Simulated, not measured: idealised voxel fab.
The following process module bears the name voxel wiring stack.
We display cut, a cross-section 210 nm in width whose square cells are each 5 nm.
A cross-section is a grid of square cells, given in bands from the top down. A band is one or more rows of cells.
Within each band entry, the heights of the top and of the bottom of the band appear first, in that order and in nm; the materials of the band then follow from left to right, each with its corresponding width in nm. The designation "throughout" on a single material indicates that it fills the band from edge to edge; the designation "empty" indicates empty space.
All heights in this document are referenced to 0, defined as the level beneath which the wafer, as received, consists entirely of one material. The lowest band is not bounded below; it extends indefinitely downward and is written in the form "0 down".
A two-number width, for instance "30->40", indicates that the width is equal to the first number in the top row of the band and to the second number in the bottom row, and that it changes by a constant amount per row of cells.
"stayed the same" for a step: no cell of the cross-section changed in that step.
So "Sealed internal cavities" is basically the list of trapped voids: any empty space of 8 cells or more that can't reach the top through an opening. They're written width x height at distance, the distance being from the left edge, and it's all nm.
The remark found on a step's line after its settings is issued by the simulator itself and pertains to that step.
A step line may carry the setting "overlay nm", which, for steps involving a mask, states the distance by which the mask lay to the right of its intended position; negative values denote displacement to the left.
The process steps that were planned are listed below:
| 1 | RECEIVE (material Si) |
| 2 | CONFORMAL_DEP (material SiO2; thk nm 15) |
| 3 | CONFORMAL_DEP (material SiN; thk nm 5) |
| 4 | DIRECTIONAL_DEP (material SiO2; thk nm 15) |
| 5 | PATTERN (tone open; mask id METAL_1; material resist; width nm 25; pitch nm 50; thk nm 20; overlay nm 0) |
| 6 | DIRECTIONAL_ETCH (etch materials SiO2; depth nm 15) |
| 7 | DIRECTIONAL_ETCH (etch materials SiN; depth nm 5) |
| 8 | STRIP (etch materials resist) |
| 9 | CONFORMAL_DEP (material TiN; thk nm 5) |
| 10 | FILL_DEP (material Cu; thk nm 5) |
| 11 | CMP (height nm 35) |
| 12 | CONFORMAL_DEP (material SiCN; thk nm 5) |
| 13 | DIRECTIONAL_DEP (material lowk; thk nm 25) |
| 14 | DIRECTIONAL_DEP (material aC; thk nm 10) |
| 15 | PATTERN (tone open; mask id METAL_2_HOLES; material resist; width nm 15; pitch nm 50; thk nm 25; overlay nm 0) |
| 16 | DIRECTIONAL_ETCH (etch materials aC; depth nm 10) |
| 17 | STRIP (etch materials resist) |
| 18 | DIRECTIONAL_ETCH (etch materials lowk; depth nm 25) |
| 19 | STRIP (etch materials aC) |
| 20 | PATTERN (tone open; mask id METAL_2; material resist; width nm 25; pitch nm 50; thk nm 20; overlay nm 0) |
| 21 | DIRECTIONAL_ETCH (etch materials lowk; depth nm 15) |
| 22 | DIRECTIONAL_ETCH (etch materials SiCN; depth nm 5) |
| 23 | STRIP (etch materials resist) |
| 24 | CONFORMAL_DEP (material TiN; thk nm 5) |
| 25 | FILL_DEP (material Cu; thk nm 5) |
| 26 | CMP (height nm 65) |
| 27 | CONFORMAL_DEP (material SiCN; thk nm 5) |
| 28 | DIRECTIONAL_DEP (material lowk; thk nm 30) |
| 29 | MASKED_ETCH (tone open; mask id METAL_3; width nm 25; pitch nm 50; etch materials lowk; depth nm 15; overlay nm 0) |
| 30 | DIRECTIONAL_DEP (material aC; thk nm 15) |
| 31 | PATTERN (tone open; mask id METAL_3_HOLES; material resist; width nm 15; pitch nm 50; thk nm 30; overlay nm 0) |
| 32 | DIRECTIONAL_ETCH (etch materials aC; depth nm 15) |
| 33 | STRIP (etch materials resist) |
| 34 | DIRECTIONAL_ETCH (etch materials lowk; depth nm 15) |
| 35 | DIRECTIONAL_ETCH (etch materials SiCN; depth nm 5) |
| 36 | STRIP (etch materials aC) |
| 37 | CONFORMAL_DEP (material TiN; thk nm 5) |
| 38 | FILL_DEP (material Cu; thk nm 10) |
| 39 | CMP (height nm 100) |
| 40 | CONFORMAL_DEP (material SiN; thk nm 5) |
Step 1 complete: cross-section of the wafer as received:
	0 down = Si throughout
	Sealed internal cavities: none
The first of two wafers, cross-sectioned at the end of the module, with the run proceeding as planned:
	105 to 100 = SiN throughout
	100 to 90 = lowk=65, TiN=5, Cu=15, TiN=5, lowk=25, TiN=5, Cu=15, TiN=5, lowk=70
	90 to 85 = lowk=65, TiN=5, Cu=5, TiN=15, lowk=25, TiN=5, Cu=5, TiN=15, lowk=70
	85 to 70 = lowk=65, TiN=5, Cu=5, TiN=5, lowk=35, TiN=5, Cu=5, TiN=5, lowk=80
	70 to 65 = SiCN=65, TiN=15, SiCN=35, TiN=15, SiCN=80
	65 to 55 = lowk=65, TiN=5, Cu=15, TiN=5, lowk=25, TiN=5, Cu=15, TiN=5, lowk=70
	55 to 50 = lowk=65, TiN=5, Cu=5, TiN=15, lowk=25, TiN=5, Cu=5, TiN=15, lowk=70
	50 to 40 = lowk=65, TiN=5, Cu=5, TiN=5, lowk=35, TiN=5, Cu=5, TiN=5, lowk=80
	40 to 35 = SiCN=65, TiN=15, SiCN=35, TiN=15, SiCN=80
	35 to 20 = SiO2=65, TiN=5, Cu=15, TiN=5, SiO2=25, TiN=5, Cu=15, TiN=5, SiO2=70
	20 to 15 = SiN=65, TiN=25, SiN=25, TiN=25, SiN=70
	15 to 0 = SiO2 throughout
	0 down = Si throughout
	Sealed internal cavities: none
Second wafer cross-section at end of module - shared start and plan with the first, one mistake in the run:
	105 to 100 = SiN throughout
	100 to 90 = lowk=65, TiN=5, lowk=15, TiN=5, lowk=25, TiN=5, lowk=15, TiN=5, lowk=70
	90 to 85 = lowk=65, TiN=5, lowk=5, TiN=15, lowk=25, TiN=5, lowk=5, TiN=15, lowk=70
	85 to 70 = lowk=65, TiN=5, lowk=5, TiN=5, lowk=35, TiN=5, lowk=5, TiN=5, lowk=80
	70 to 65 = SiCN=65, TiN=15, SiCN=35, TiN=15, SiCN=80
	65 to 55 = lowk=65, TiN=5, Cu=15, TiN=5, lowk=25, TiN=5, Cu=15, TiN=5, lowk=70
	55 to 50 = lowk=65, TiN=5, Cu=5, TiN=15, lowk=25, TiN=5, Cu=5, TiN=15, lowk=70
	50 to 40 = lowk=65, TiN=5, Cu=5, TiN=5, lowk=35, TiN=5, Cu=5, TiN=5, lowk=80
	40 to 35 = SiCN=65, TiN=15, SiCN=35, TiN=15, SiCN=80
	35 to 20 = SiO2=65, TiN=5, Cu=15, TiN=5, SiO2=25, TiN=5, Cu=15, TiN=5, SiO2=70
	20 to 15 = SiN=65, TiN=25, SiN=25, TiN=25, SiN=70
	15 to 0 = SiO2 throughout
	0 down = Si throughout
	Sealed internal cavities: none
what went wrong: step 38, actual vs plan mismatch, actual run FILL_DEP (material lowk; thk nm 10)
Looking at both finished wafers in cells, the second ends up ahead of or behind the first on some materials: -20 Cu | +20 lowk
